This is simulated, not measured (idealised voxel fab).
process module | voxel self aligned vias
cross-section cut | 175 nm wide | cells 5 nm
A cross-section is a grid of square cells, given in bands from the top down. A band is one or more rows of cells.
Each band's line starts with the height of the band's top and of its bottom, in nm. Then come its materials from left to right, each with its width in nm. One material with "throughout" fills the band from edge to edge. "air" is empty space.
Height 0 is the level under which the wafer as received is all one material. The lowest band goes on downwards, as in "0 down".
A width such as "30 to 40" changes by the same amount from each row of cells to the next, from the band's top row to its bottom row.
"no change" after a step means that no cell of the cross-section changed.
closed voids: empty space of 8 cells or more with no open way to the top, each as width x height at its distance from the left edge, in nm
after a step's settings: what the simulator itself notes on the step
overlay nm, on a step with a mask: how far to the right of its planned place the mask lay; to the left if negative
plan
1 op RECEIVE | material Si
2 op CONFORMAL_DEP | material SiO2 | thk nm 15
3 op CONFORMAL_DEP | material SiCN | thk nm 5
4 op DIRECTIONAL_DEP | material lowk | thk nm 30
5 op DIRECTIONAL_DEP | material aC | thk nm 15
6 op PATTERN | tone open | mask id LINES | material resist | width nm 25 | pitch nm 65 | thk nm 35 | overlay nm 0
7 op DIRECTIONAL_ETCH | etch materials aC | depth nm 15
8 op STRIP | etch materials resist
9 op DIRECTIONAL_ETCH | etch materials lowk | depth nm 30
10 op STRIP | etch materials aC
11 op CONFORMAL_DEP | material TiN | thk nm 5
12 op FILL_DEP | material W | thk nm 5
13 op CMP | height nm 50
14 op SELECTIVE_ETCH | etch materials W Ru TiN | depth nm 10
15 op FILL_DEP | material SiN | thk nm 10
16 op CMP | height nm 50
17 op DIRECTIONAL_DEP | material lowk | thk nm 20
18 op DIRECTIONAL_DEP | material aC | thk nm 10
19 op PATTERN | tone open | mask id VIAS | material resist | width nm 35 | thk nm 30 | overlay nm 0
20 op DIRECTIONAL_ETCH | etch materials aC | depth nm 10
21 op STRIP | etch materials resist
22 op DIRECTIONAL_ETCH | etch materials lowk | depth nm 20
23 op DIRECTIONAL_ETCH | etch materials SiN | depth nm 10
24 op STRIP | etch materials aC
25 op CONFORMAL_DEP | material TiN | thk nm 5
26 op FILL_DEP | material W | thk nm 10
27 op CMP | height nm 70
28 op CONFORMAL_DEP | material SiN | thk nm 5
as received, after step 1
  0 down: Si throughout
  closed voids: none
first wafer at the end, as planned
  75 to 70: SiN throughout
  70 to 55: lowk 35 | TiN 5 | W 25 | TiN 5 | lowk 105
  55 to 50: lowk 35 | TiN 10 | W 15 | TiN 10 | lowk 105
  50 to 45: lowk 40 | TiN 5 | W 15 | TiN 5 | lowk 40 | SiN 25 | lowk 45
  45 to 40: lowk 40 | TiN 25 | lowk 40 | SiN 25 | lowk 45
  40 to 25: lowk 40 | TiN 5 | W 15 | TiN 5 | lowk 40 | TiN 5 | W 15 | TiN 5 | lowk 45
  25 to 20: lowk 40 | TiN 25 | lowk 40 | TiN 25 | lowk 45
  20 to 15: SiCN throughout
  15 to 0: SiO2 throughout
  0 down: Si throughout
  closed voids: none
second wafer at the end: like start, like plan, one mistake
  75 to 70: SiN throughout
  70 to 55: lowk 35 | TiN 5 | W 25 | TiN 5 | lowk 105
  55 to 50: lowk 35 | TiN 35 | lowk 105
  50 to 40: SiN 35 | TiN 5 | lowk 25 | TiN 5 | SiN 35 | lowk 25 | SiN 45
  40 to 25: W 35 | TiN 5 | lowk 25 | TiN 5 | W 30 | TiN 5 | lowk 25 | TiN 5 | W 40
  25 to 20: TiN 40 | lowk 25 | TiN 40 | lowk 25 | TiN 45
  20 to 15: SiCN throughout
  15 to 0: SiO2 throughout
  0 down: Si throughout
  closed voids: none
what went wrong: step 6 ran as: op PATTERN | tone cover | mask id LINES | material resist | width nm 25 | pitch nm 65 | thk nm 35 | overlay nm 0
at the end the second wafer has, in cells: 36 more of SiN | 15 more of TiN | 39 more of W | 90 fewer of lowk
